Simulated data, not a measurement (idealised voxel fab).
process module | voxel capacitor over wiring
cross-section cut | 165 nm wide | cells 5 nm
A cross-section is a grid of square cells, given in bands from the top down. A band is one or more rows of cells.
Each band's line starts with the height of the band's top and of its bottom, in nm. Then come its materials from left to right, each with its width in nm. One material with "throughout" fills the band from edge to edge. "air" is empty space.
Height 0 is the level under which the wafer as received is all one material. The lowest band goes on downwards, as in "0 down".
A width such as "30 to 40" changes by the same amount from each row of cells to the next, from the band's top row to its bottom row.
"no change" after a step means that no cell of the cross-section changed.
closed voids: empty space of 8 cells or more with no open way to the top, each as width x height at its distance from the left edge, in nm
after a step's settings: what the simulator itself notes on the step
overlay nm, on a step with a mask: how far to the right of its planned place the mask lay; to the left if negative
plan
1 op RECEIVE | material Si
2 op CONFORMAL_DEP | material SiO2 | thk nm 10
3 op DIRECTIONAL_DEP | material TiN | thk nm 5
4 op DIRECTIONAL_DEP | material W | thk nm 15
5 op PATTERN | tone cover | mask id METAL_1 | material resist | width nm 30 | pitch nm 85 | thk nm 15 | overlay nm 0
6 op DIRECTIONAL_ETCH | etch materials W | depth nm 15
7 op DIRECTIONAL_ETCH | etch materials TiN | depth nm 5
8 op STRIP | etch materials resist
9 op FILL_DEP | material SiO2 | thk nm 5
10 op CMP | height nm 30
11 op CONFORMAL_DEP | material SiCN | thk nm 5
12 op DIRECTIONAL_DEP | material SiO2 | thk nm 10
13 op MASKED_ETCH | tone open | mask id PLUG_1 | width nm 15 | etch materials SiO2 | depth nm 10 | overlay nm 0
14 op MASKED_ETCH | tone open | mask id PLUG_1 | width nm 15 | etch materials SiCN | depth nm 5 | overlay nm 0
15 op EPI | material Ru | thk nm 10
16 op EPI | material Ru | thk nm 5
17 op DIRECTIONAL_DEP | material TiN | thk nm 5
18 op DIRECTIONAL_DEP | material SiN | thk nm 5
19 op DIRECTIONAL_DEP | material TiN | thk nm 5
20 op MASKED_ETCH | tone cover | mask id UPPER_PLATE | width nm 60 | etch materials TiN | depth nm 5 | overlay nm 0
21 op MASKED_ETCH | tone cover | mask id UPPER_PLATE | width nm 60 | etch materials SiN | depth nm 5 | overlay nm 0
22 op MASKED_ETCH | tone cover | mask id LOWER_PLATE | width nm 70 | etch materials TiN | depth nm 5 | overlay nm 0
23 op FILL_DEP | material SiO2 | thk nm 20
24 op CMP | height nm 75
25 op PATTERN | tone open | mask id PLUG_2 | material resist | width nm 15 | thk nm 20 | overlay nm 0
26 op DIRECTIONAL_ETCH | etch materials SiO2 | depth nm 15
27 op STRIP | etch materials resist
28 op CONFORMAL_DEP | material TiN | thk nm 5
29 op FILL_DEP | material W | thk nm 5
30 op CMP | height nm 75
31 op CONFORMAL_DEP | material SiN | thk nm 5
first wafer, as planned
as received, after step 1
  0 down: Si throughout
  closed voids: none
after step 2
  10 to 0: SiO2 throughout
  below 0: unchanged
after step 3
  15 to 10: TiN throughout
  below 10: unchanged
after step 4
  30 to 15: W throughout
  below 15: unchanged
after step 5
  45 to 30: air 25 | resist 30 | air 55 | resist 30 | air 25
  below 30: unchanged
after step 6
  45 to 30: air 25 | resist 30 | air 55 | resist 30 | air 25
  30 to 15: air 25 | W 30 | air 55 | W 30 | air 25
  below 15: unchanged
after step 7
  45 to 30: air 25 | resist 30 | air 55 | resist 30 | air 25
  30 to 15: air 25 | W 30 | air 55 | W 30 | air 25
  15 to 10: air 25 | TiN 30 | air 55 | TiN 30 | air 25
  below 10: unchanged
after step 8
  30 to 15: air 25 | W 30 | air 55 | W 30 | air 25
  below 15: unchanged
after step 9
  35 to 30: SiO2 throughout
  30 to 15: SiO2 25 | W 30 | SiO2 55 | W 30 | SiO2 25
  15 to 10: SiO2 25 | TiN 30 | SiO2 55 | TiN 30 | SiO2 25
  below 10: unchanged
after step 10
  30 to 15: SiO2 25 | W 30 | SiO2 55 | W 30 | SiO2 25
  below 15: unchanged
after step 11
  35 to 30: SiCN throughout
  below 30: unchanged
after step 12
  45 to 35: SiO2 throughout
  below 35: unchanged
after step 13
  45 to 35: SiO2 40 | air 15 | SiO2 110
  below 35: unchanged
after step 14
  45 to 35: SiO2 40 | air 15 | SiO2 110
  35 to 30: SiCN 40 | air 15 | SiCN 110
  below 30: unchanged
after step 15
  45 to 40: SiO2 40 | air 15 | SiO2 110
  40 to 35: SiO2 40 | Ru 15 | SiO2 110
  35 to 30: SiCN 40 | Ru 15 | SiCN 110
  below 30: unchanged
after step 16
  45 to 35: SiO2 40 | Ru 15 | SiO2 110
  below 35: unchanged
after step 17
  50 to 45: TiN throughout
  below 45: unchanged
after step 18
  55 to 50: SiN throughout
  below 50: unchanged
after step 19
  60 to 55: TiN throughout
  below 55: unchanged
after step 20
  60 to 55: air 40 | TiN 60 | air 65
  below 55: unchanged
after step 21
  60 to 55: air 40 | TiN 60 | air 65
  55 to 50: air 40 | SiN 60 | air 65
  below 50: unchanged
after step 22
  60 to 55: air 40 | TiN 60 | air 65
  55 to 50: air 40 | SiN 60 | air 65
  50 to 45: air 35 | TiN 70 | air 60
  below 45: unchanged
after step 23
  80 to 60: SiO2 throughout
  60 to 55: SiO2 40 | TiN 60 | SiO2 65
  55 to 50: SiO2 40 | SiN 60 | SiO2 65
  50 to 45: SiO2 35 | TiN 70 | SiO2 60
  below 45: unchanged
after step 24
  75 to 60: SiO2 throughout
  below 60: unchanged
after step 25
  95 to 75: resist 50 | air 15 | resist 100
  below 75: unchanged
after step 26
  95 to 75: resist 50 | air 15 | resist 100
  75 to 60: SiO2 50 | air 15 | SiO2 100
  below 60: unchanged
after step 27
  75 to 60: SiO2 50 | air 15 | SiO2 100
  below 60: unchanged
after step 28
  80 to 75: TiN 55 | air 5 | TiN 105
  75 to 65: SiO2 50 | TiN 5 | air 5 | TiN 5 | SiO2 100
  65 to 55: SiO2 50 to 40 | TiN 15 to 60 | SiO2 100 to 65
  below 55: unchanged
after step 29
  85 to 80: W throughout
  80 to 75: TiN 55 | W 5 | TiN 105
  75 to 65: SiO2 50 | TiN 5 | W 5 | TiN 5 | SiO2 100
  below 65: unchanged
after step 30
  75 to 65: SiO2 50 | TiN 5 | W 5 | TiN 5 | SiO2 100
  below 65: unchanged
after step 31
  80 to 75: SiN throughout
  below 75: unchanged
second wafer: like start, like plan, one mistake. Through step 19 it matches the first wafer
when step 20 should have ended
  60 to 55: TiN 40 | air 60 | TiN 65
  below 55: unchanged
when step 21 should have ended: no change
when step 22 should have ended
  60 to 55: air 35 | TiN 5 | air 60 | TiN 5 | air 60
  below 55: unchanged
when step 23 should have ended
  80 to 60: SiO2 throughout
  60 to 55: SiO2 35 | TiN 5 | SiO2 60 | TiN 5 | SiO2 60
  below 55: unchanged
when step 24 should have ended
  75 to 60: SiO2 throughout
  below 60: unchanged
when step 25 should have ended
  95 to 75: resist 50 | air 15 | resist 100
  below 75: unchanged
when step 26 should have ended
  95 to 75: resist 50 | air 15 | resist 100
  75 to 60: SiO2 50 | air 15 | SiO2 100
  below 60: unchanged
when step 27 should have ended
  75 to 60: SiO2 50 | air 15 | SiO2 100
  below 60: unchanged
when step 28 should have ended
  80 to 75: TiN 55 | air 5 | TiN 105
  75 to 65: SiO2 50 | TiN 5 | air 5 | TiN 5 | SiO2 100
  65 to 60: SiO2 50 | TiN 15 | SiO2 100
  below 60: unchanged
when step 29 should have ended
  85 to 80: W throughout
  80 to 75: TiN 55 | W 5 | TiN 105
  75 to 65: SiO2 50 | TiN 5 | W 5 | TiN 5 | SiO2 100
  below 65: unchanged
when step 30 should have ended
  75 to 65: SiO2 50 | TiN 5 | W 5 | TiN 5 | SiO2 100
  below 65: unchanged
when step 31 should have ended
  80 to 75: SiN throughout
  below 75: unchanged
what went wrong: step 20 ran as: op MASKED_ETCH | tone open | mask id UPPER_PLATE | width nm 60 | etch materials TiN | depth nm 5 | overlay nm 0
at the end the second wafer has, in cells: 21 more of SiN | 30 fewer of SiO2 | 9 more of TiN
